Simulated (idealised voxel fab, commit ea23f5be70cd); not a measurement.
This section sets out a process module, namely voxel self aligned vias.
285 nm wide, 5 nm square cells: that's cross-section cut.
When this document writes out a cross-section, it uses a grid of square cells and lists it as bands, beginning at the top and moving down, with a band standing for one or more rows of cells.
It is stipulated that each band's entry specify, in nanometres, the height of the top of the band and then that of its bottom, followed by the materials of the band in left-to-right sequence, each together with its width in nanometres. A single material marked by the word "edge to edge" is understood to fill the band from edge to edge; the word "empty" is understood to denote empty space.
Heights are measured from 0, the level below which the as-received wafer is all one material; the lowest band has no bottom and continues downward, written as in "0 nm and below".
Top row gets the first number, bottom row gets the second, and each row in between changes by the same step: that is how a band width like "30->40" works.
Given "nothing was modified" for a step, no cell of the cross-section differs between before and after that step.
The label "Cavities, closed" introduces a list of the empty spaces, 8 cells or larger, that have no open way up to the top; each entry in it reads width x height at distance, where the distance is taken from the left edge and all three are stated in nm.
Post-settings text on a step line: simulator's own remark regarding the step.
overlay nm: on a step with a mask, how far right of its planned place the mask lay; negative means left.
List of planned process steps
| 1 | RECEIVE [material Si] |
| 2 | CONFORMAL_DEP [material SiO2] [thk nm 15] |
| 3 | CONFORMAL_DEP [material SiCN] [thk nm 5] |
| 4 | DIRECTIONAL_DEP [material lowk] [thk nm 30] |
| 5 | PATTERN [tone open] [mask id LINES] [material resist] [width nm 20] [pitch nm 65] [thk nm 15] [overlay nm 0] |
| 6 | DIRECTIONAL_ETCH [etch materials lowk] [depth nm 30] |
| 7 | STRIP [etch materials resist] |
| 8 | CONFORMAL_DEP [material TiN] [thk nm 5] |
| 9 | FILL_DEP [material W] [thk nm 5] |
| 10 | CMP [height nm 50] |
| 11 | SELECTIVE_ETCH [etch materials W Ru TiN] [depth nm 5] |
| 12 | FILL_DEP [material SiN] [thk nm 5] |
| 13 | CMP [height nm 50] |
| 14 | DIRECTIONAL_DEP [material lowk] [thk nm 15] |
| 15 | MASKED_ETCH [tone open] [mask id VIAS] [width nm 40] [etch materials lowk] [depth nm 15] [overlay nm 0] |
| 16 | MASKED_ETCH [tone open] [mask id VIAS] [width nm 40] [etch materials SiN] [depth nm 5] [overlay nm 0] |
| 17 | CONFORMAL_DEP [material TiN] [thk nm 5] |
| 18 | FILL_DEP [material Cu] [thk nm 5] |
| 19 | CMP [height nm 65] |
| 20 | CONFORMAL_DEP [material SiN] [thk nm 5] |
As received, after step 1
  0 nm and below: Si edge to edge
  Cavities, closed: none
Look at the cross-section after the module: the wafer started out the way shown above and the plan was the one shown above, yet one mistake was made along the way
  70 nm to 65 nm: SiN edge to edge
  65 nm to 55 nm: 95 lowk | 5 TiN | 20 Cu | 5 TiN | 160 lowk
  55 nm to 50 nm: 95 lowk | 10 TiN | 10 Cu | 10 TiN | 160 lowk
  50 nm to 45 nm: 100 lowk | 20 TiN | 45 lowk | 20 SiN | 100 lowk
  45 nm to 25 nm: 100 lowk | 5 TiN | 10 W | 5 TiN | 45 lowk | 5 TiN | 10 W | 5 TiN | 100 lowk
  25 nm to 20 nm: 100 lowk | 20 TiN | 45 lowk | 20 TiN | 100 lowk
  20 nm to 15 nm: SiCN edge to edge
  15 nm to 0 nm: SiO2 edge to edge
  0 nm and below: Si edge to edge
  Cavities, closed: none
Diagnosis: it should be noted that step 15 was executed with settings other than those planned, the operation and settings actually applied being MASKED_ETCH [tone open] [mask id VIAS] [width nm 30] [etch materials lowk] [depth nm 15] [overlay nm 0]
